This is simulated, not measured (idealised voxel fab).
This section sets out a process module, namely voxel capacitor over wiring.
cross-section cut | 265 nm wide | cells 5 nm
Reading order for cross-sections: top band down to bottom band. Underlying form: a grid of square cells. Band size: one or more rows of cells. Top, bottom (nm), then materials left to right with widths (nm); lone material tagged "full width" fills the whole band edge to edge; "blank" = empty space. Height 0 is the level under which the wafer as received is all one material. The lowest band goes on downwards, as in "0 -> down". The expression "30..40" gives the width at the extremes of the band, the first number at its top row of cells and the second at its bottom row, with the width changing by equal amounts from each row to the next in between. Take "nothing different" at face value: in the step it is given for, the cross-section changed in none of its cells. The label "Sealed void inventory" introduces a list of the empty spaces, 8 cells or larger, that have no open way up to the top; each entry in it reads width x height at distance, where the distance is taken from the left edge and all three are stated in nm. That trailing text on a step's line, after the settings, is the simulator's own remark on the step. overlay nm: step with mask; distance mask lay right of planned place; negative value = left of planned place.
The process steps that were planned are listed below:
1 RECEIVE (material Si)
2 CONFORMAL_DEP (material SiO2; thk nm 10)
3 DIRECTIONAL_DEP (material TiN; thk nm 5)
4 DIRECTIONAL_DEP (material W; thk nm 25)
5 DIRECTIONAL_DEP (material aC; thk nm 10)
6 PATTERN (tone cover; mask id METAL_1; material resist; width nm 20; pitch nm 80; thk nm 25; overlay nm 0)
7 DIRECTIONAL_ETCH (etch materials aC; depth nm 10)
8 STRIP (etch materials resist)
9 DIRECTIONAL_ETCH (etch materials W; depth nm 25)
10 DIRECTIONAL_ETCH (etch materials TiN; depth nm 5)
11 STRIP (etch materials aC)
12 CONFORMAL_DEP (material SiCN; thk nm 5)
13 FILL_DEP (material SiO2; thk nm 10)
14 CMP (height nm 40)
15 CONFORMAL_DEP (material SiCN; thk nm 5)
16 DIRECTIONAL_DEP (material SiO2; thk nm 20)
17 PATTERN (tone open; mask id PLUG_1; material resist; width nm 15; thk nm 20; overlay nm 0)
18 DIRECTIONAL_ETCH (etch materials SiO2; depth nm 20)
19 DIRECTIONAL_ETCH (etch materials SiCN; depth nm 5)
20 STRIP (etch materials resist)
21 EPI (material Ru; thk nm 10)
22 EPI (material Ru; thk nm 10)
23 EPI (material Ru; thk nm 5)
24 DIRECTIONAL_DEP (material TiN; thk nm 10)
25 DIRECTIONAL_DEP (material Al2O3; thk nm 5)
26 DIRECTIONAL_DEP (material TiN; thk nm 10)
27 MASKED_ETCH (tone cover; mask id UPPER_PLATE; width nm 65; etch materials TiN; depth nm 10; overlay nm 0)
28 MASKED_ETCH (tone cover; mask id UPPER_PLATE; width nm 65; etch materials Al2O3; depth nm 5; overlay nm 0)
29 PATTERN (tone cover; mask id LOWER_PLATE; material resist; width nm 75; thk nm 20; overlay nm 0)
30 DIRECTIONAL_ETCH (etch materials TiN; depth nm 10)
31 STRIP (etch materials resist)
32 FILL_DEP (material SiO2; thk nm 20)
33 CMP (height nm 105)
34 MASKED_ETCH (tone open; mask id PLUG_2; width nm 15; etch materials SiO2; depth nm 15; overlay nm 0)
35 CONFORMAL_DEP (material TiN; thk nm 5)
36 FILL_DEP (material Ru; thk nm 10)
37 CMP (height nm 105)
38 CONFORMAL_DEP (material SiN; thk nm 5)
So this is the incoming wafer in cross-section - it's already been through step 1:
> 0 -> down | Si full width
> Sealed void inventory: none
Figure: cross-sectional view of the wafer upon completion of the module, processed from the initial state and according to the plan depicted above, with one error introduced during execution:
> 110 -> 105 | SiN full width
> 105 -> 95 | SiO2: 95  TiN: 55  SiO2: 115
> 95 -> 90 | SiO2: 95  TiN: 5  Al2O3: 50  SiO2: 115
> 90 -> 80 | SiO2: 80  TiN: 5  SiO2: 15  TiN: 55  SiO2: 110
> 80 -> 70 | SiO2: 85  TiN: 15  SiO2: 165
> 70 -> 65 | SiO2: 85  Al2O3: 15  SiO2: 165
> 65 -> 60 | SiO2: 85  TiN: 15  SiO2: 165
> 60 -> 55 | SiCN: 85  TiN: 15  SiCN: 165
> 55 -> 45 | SiO2 full width
> 45 -> 40 | SiO2: 75  SiCN: 30  SiO2: 50  SiCN: 30  SiO2: 80
> 40 -> 15 | SiO2: 75  SiCN: 5  W: 20  SiCN: 5  SiO2: 50  SiCN: 5  W: 20  SiCN: 5  SiO2: 80
> 15 -> 10 | SiCN: 80  TiN: 20  SiCN: 60  TiN: 20  SiCN: 85
> 10 -> 0 | SiO2 full width
> 0 -> down | Si full width
> Sealed void inventory: none
The mistake made against the process plan was this: yeah, step 14 of the plan got skipped, never ran
